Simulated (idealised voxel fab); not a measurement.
The following process module bears the name voxel self aligned contacts.
For reference, the cross-section in this document is cut, with width 215 nm and square cells of 5 nm.
Heads up, the way a cross-section reads in here is a grid of square cells, handed over as bands from the top down, with every band being one or more rows of cells.
Top, bottom (nm), then materials left to right with widths (nm); lone material tagged "all across" fills the whole band edge to edge; "empty" = empty space.
All heights in this document are referenced to 0, defined as the level beneath which the wafer, as received, consists entirely of one material. The lowest band is not bounded below; it extends indefinitely downward and is written in the form "z 0 and below".
Width spec "30->40" -> top row of cells at first value, bottom row at second value, equal per-row change in between.
It should be understood that the words "remained the same", when stated for a given step, signify that the cross-section underwent no change in any of its cells during that step.
"Unvented voids" - sealed voids, min. 8 cells, no opening to top; format: width x height at distance (distance from left edge; nm throughout).
Past the settings on a step's line: simulator remark, on that step.
"overlay nm" answers the question of how far to the right of plan the mask lay on a step that has a mask, and when it is negative the answer is to the left.

## These are the steps we planned for the process
step 1: RECEIVE,material Si
step 2: OXIDIZE,depth nm 5
step 3: DIRECTIONAL_DEP,material polySi,thk nm 25
step 4: DIRECTIONAL_DEP,material SiN,thk nm 15
step 5: PATTERN,tone cover,mask id GATE,material resist,width nm 35,pitch nm 65,thk nm 20,overlay nm 0
step 6: DIRECTIONAL_ETCH,etch materials SiN,depth nm 15
step 7: DIRECTIONAL_ETCH,etch materials polySi,depth nm 25
step 8: STRIP,etch materials resist
step 9: CONFORMAL_DEP,material SiN,thk nm 5
step 10: DIRECTIONAL_ETCH,etch materials SiN,depth nm 5
step 11: FILL_DEP,material SiO2,thk nm 15
step 12: CMP,height nm 45
step 13: MASKED_ETCH,tone open,mask id CONTACT,width nm 40,etch materials SiO2,depth nm 50,overlay nm 0
step 14: CONFORMAL_DEP,material TiN,thk nm 5
step 15: FILL_DEP,material Ru,thk nm 10
step 16: CMP,height nm 45
step 17: CONFORMAL_DEP,material SiCN,thk nm 5

## Delivered wafer in cross-section: state after step 1
z 0 and below = Si all across
Unvented voids: none

## a wafer at the end: this start, this plan, one mistake
z 50 to 45 = SiCN all across
z 45 to 30 = 50 of SiO2; 5 of SiN; 35 of polySi; 5 of SiN; 5 of TiN; 10 of Ru; 5 of TiN; 5 of SiN; 35 of polySi; 5 of SiN; 55 of SiO2
z 30 to 25 = 50 of SiO2; 5 of SiN; 35 of polySi; 5 of SiN; 20 of TiN; 5 of SiN; 35 of polySi; 5 of SiN; 55 of SiO2
z 25 to 0 = polySi all across
z 0 to -5 = SiO2 all across
z -5 and below = Si all across
Unvented voids: none
Finding, execution versus plan: step 3 of the plan saw execution twice
